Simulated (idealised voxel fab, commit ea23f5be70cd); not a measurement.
process module | voxel ribs on slabs
cross-section cut | 185 nm wide | cells 5 nm
A cross-section is a grid of square cells, given in bands from the top down. A band is one or more rows of cells.
Each band's line starts with the height of the band's top and of its bottom, in nm. Then come its materials from left to right, each with its width in nm. One material with "throughout" fills the band from edge to edge. "air" is empty space.
Height 0 is the level under which the wafer as received is all one material. The lowest band goes on downwards, as in "0 down".
A width such as "30 to 40" changes by the same amount from each row of cells to the next, from the band's top row to its bottom row.
"no change" after a step means that no cell of the cross-section changed.
closed voids: empty space of 8 cells or more with no open way to the top, each as width x height at its distance from the left edge, in nm
after a step's settings: what the simulator itself notes on the step
overlay nm, on a step with a mask: how far to the right of its planned place the mask lay; to the left if negative
plan
1 op RECEIVE | material Si
2 op DIRECTIONAL_DEP | material SiO2 | thk nm 20
3 op DIRECTIONAL_DEP | material SiN | thk nm 15
4 op PATTERN | tone cover | mask id RIB | material resist | width nm 15 | thk nm 20 | overlay nm 0
5 op DIRECTIONAL_ETCH | etch materials SiN | depth nm 5
6 op STRIP | etch materials resist
7 op DIRECTIONAL_DEP | material aC | thk nm 10
8 op PATTERN | tone cover | mask id SLAB | material resist | width nm 65 | thk nm 30 | overlay nm 0
9 op DIRECTIONAL_ETCH | etch materials aC | depth nm 10
10 op STRIP | etch materials resist
11 op DIRECTIONAL_ETCH | etch materials SiN | depth nm 10
12 op STRIP | etch materials aC
13 op FILL_DEP | material SiO2 | thk nm 20
14 op CMP | height nm 50
15 op DIRECTIONAL_DEP | material TiN | thk nm 5
16 op DIRECTIONAL_DEP | material aC | thk nm 15
17 op PATTERN | tone cover | mask id HEATER | material resist | width nm 25 | thk nm 30 | overlay nm 0
18 op DIRECTIONAL_ETCH | etch materials aC | depth nm 15
19 op STRIP | etch materials resist
20 op DIRECTIONAL_ETCH | etch materials TiN | depth nm 5
21 op STRIP | etch materials aC
22 op CONFORMAL_DEP | material SiO2 | thk nm 5
as received, after step 1
  0 down: Si throughout
  closed voids: none
a wafer at the end: this start, this plan, one mistake
  60 to 55: air 75 | SiO2 35 | air 75
  55 to 50: SiO2 80 | TiN 25 | SiO2 80
  50 to 35: SiO2 throughout
  35 to 30: SiO2 85 | SiN 15 | SiO2 85
  30 to 20: SiO2 65 | SiN 55 | SiO2 65
  20 to 0: SiO2 throughout
  0 down: Si throughout
  closed voids: none
what went wrong: step 8 ran as: op PATTERN | tone cover | mask id SLAB | material resist | width nm 55 | thk nm 30 | overlay nm 0
